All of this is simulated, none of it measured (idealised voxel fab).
process module | voxel ribs on slabs
Xsec cut, 300 nm wide, square cell size 5 nm.
Cross-section spec: square-cell grid; bands listed top down; each band is one or more rows.
For a band, the entry starts with two heights in nm, that of the top and then that of the bottom, and carries on with the band's materials in order from left to right, each alongside its width in nm; the word "edge to edge" beside a single material means it fills the band edge to edge, and "air" means empty space.
Heights are measured from 0, the level below which the as-received wafer is all one material; the lowest band has no bottom and continues downward, written as in "top 0, no bottom".
A width given as "30..40" starts at the first number in the band's top row and ends at the second number in its bottom row, shifting by an equal amount at every step from row to row.
"left unchanged" means the step left every cell of the cross-section as it was.
What "Closed void listing" gives you is every empty space of 8 cells or more that is cut off from the top. Each appears as width x height at distance, with the distance taken from the left edge and width, height and distance all in nm.
What comes after the settings on a step's line is commentary from the simulator itself on that step.
overlay nm: mask offset rightward from planned place, masked step; negative means leftward offset.

## Planned step list for the process
1) op RECEIVE | material Si
2) op DIRECTIONAL_DEP | material SiO2 | thk nm 20
3) op DIRECTIONAL_DEP | material polySi | thk nm 20
4) op DIRECTIONAL_DEP | material aC | thk nm 15
5) op PATTERN | tone cover | mask id RIB | material resist | width nm 30 | thk nm 30 | overlay nm 0
6) op DIRECTIONAL_ETCH | etch materials aC | depth nm 15
7) op STRIP | etch materials resist
8) op DIRECTIONAL_ETCH | etch materials polySi | depth nm 10
9) op STRIP | etch materials aC
10) op PATTERN | tone cover | mask id SLAB | material resist | width nm 90 | thk nm 20 | overlay nm 0
11) op DIRECTIONAL_ETCH | etch materials polySi | depth nm 10
12) op STRIP | etch materials resist
13) op FILL_DEP | material SiO2 | thk nm 30
14) op CMP | height nm 60
15) op DIRECTIONAL_DEP | material TiN | thk nm 5
16) op DIRECTIONAL_DEP | material aC | thk nm 15
17) op PATTERN | tone cover | mask id HEATER | material resist | width nm 40 | thk nm 30 | overlay nm 0
18) op DIRECTIONAL_ETCH | etch materials aC | depth nm 15
19) op STRIP | etch materials resist
20) op DIRECTIONAL_ETCH | etch materials TiN | depth nm 5
21) op STRIP | etch materials aC
22) op CONFORMAL_DEP | material SiO2 | thk nm 5

## Cross-section of the wafer upon arrival, representing the state reached after step 1
  top 0, no bottom  Si edge to edge
  Closed void listing: none

## End state of the module in cross-section, given the above starting point and plan and one mistake in execution
  top 70, bottom 65  air=125  SiO2=50  air=125
  top 65, bottom 60  SiO2=130  TiN=40  SiO2=130
  top 60, bottom 40  SiO2 edge to edge
  top 40, bottom 20  TiN edge to edge
  top 20, bottom 0  SiO2 edge to edge
  top 0, no bottom  Si edge to edge
  Closed void listing: none
What was the processing mistake? step 3 off recipe, ran as op DIRECTIONAL_DEP | material TiN | thk nm 20
